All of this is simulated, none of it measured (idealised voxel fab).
This section sets out a process module, namely voxel plated lines.
For reference, the cross-section in this document is cut, with width 240 nm and square cells of 5 nm.
We lay out every cross-section as a grid of square cells and spell it out in bands from the top down, where one band means one or more rows of cells.
Per band: top height and bottom height in nm, followed by the left-to-right materials and their widths in nm; "all across" marks a single material spanning edge to edge, "empty" marks empty space.
Zero point of the height axis is 0; under it, received wafer = one material. Lowest band: continues down indefinitely, "z 0 and below".
So if you see something like "30..40" for the width, read it as the top row of the band sitting at the first number and the bottom row at the second, with every row in between moving by the same amount as the last.
What does "all unchanged" mean for a step? It means no cell of the cross-section changed in that step.
In "Enclosed empty spaces" the enclosed voids are listed, meaning empty spaces of 8 cells or larger without any opening to the top. The form is width x height at distance, distance from the left edge, units nm.
Post-settings text on a step line: simulator's own remark regarding the step.
overlay nm: how far to the right of its planned place the mask lay on this masked step (negative: to the left).
[The steps planned for the process are as follows]
1) RECEIVE with material Si
2) CONFORMAL_DEP with material Al2O3, thk nm 5
3) DIRECTIONAL_DEP with material TiN, thk nm 5
4) PATTERN with tone open, mask id LINES, material resist, width nm 20, pitch nm 50, thk nm 40, overlay nm 0
5) EPI with material Ru, thk nm 10
6) EPI with material Ru, thk nm 10
7) EPI with material Ru, thk nm 5
8) STRIP with etch materials resist
9) DIRECTIONAL_ETCH with etch materials TiN, depth nm 5
10) CONFORMAL_DEP with material SiO2, thk nm 10
[Shown in cross-section is the wafer as received, that is, as it stands after step 1]
    z 0 and below: Si all across
    Enclosed empty spaces: none
[End-of-module cross-section of the first of two wafers, processed as planned]
    z 45 to 35: 25 nm empty / 40 nm SiO2 / 10 nm empty / 40 nm SiO2 / 10 nm empty / 40 nm SiO2 / 10 nm empty / 40 nm SiO2 / 25 nm empty
    z 35 to 15: 25 nm empty / 10 nm SiO2 / 20 nm Ru / 10 nm SiO2 / 10 nm empty / 10 nm SiO2 / 20 nm Ru / 10 nm SiO2 / 10 nm empty / 10 nm SiO2 / 20 nm Ru / 10 nm SiO2 / 10 nm empty / 10 nm SiO2 / 20 nm Ru / 10 nm SiO2 / 25 nm empty
    z 15 to 10: 35 nm SiO2 / 20 nm Ru / 30 nm SiO2 / 20 nm Ru / 30 nm SiO2 / 20 nm Ru / 30 nm SiO2 / 20 nm Ru / 35 nm SiO2
    z 10 to 5: 35 nm SiO2 / 20 nm TiN / 30 nm SiO2 / 20 nm TiN / 30 nm SiO2 / 20 nm TiN / 30 nm SiO2 / 20 nm TiN / 35 nm SiO2
    z 5 to 0: Al2O3 all across
    z 0 and below: Si all across
    Enclosed empty spaces: none
[Here's the second of our two wafers sectioned at module end. Same start as the first, same plan, but one mistake got made running it]
    z 45 to 35: SiO2 all across
    z 35 to 10: 35 nm Ru / 20 nm SiO2 / 30 nm Ru / 20 nm SiO2 / 30 nm Ru / 20 nm SiO2 / 30 nm Ru / 20 nm SiO2 / 35 nm Ru
    z 10 to 5: 35 nm TiN / 20 nm SiO2 / 30 nm TiN / 20 nm SiO2 / 30 nm TiN / 20 nm SiO2 / 30 nm TiN / 20 nm SiO2 / 35 nm TiN
    z 5 to 0: Al2O3 all across
    z 0 and below: Si all across
    Enclosed empty spaces: none
The plan and the run diverged here: rather than as planned, step 4 actually ran as PATTERN with tone cover, mask id LINES, material resist, width nm 20, pitch nm 50, thk nm 40, overlay nm 0
Wafer comparison, final, in cells, second relative to first, materials more or fewer: Ru +80, TiN +16
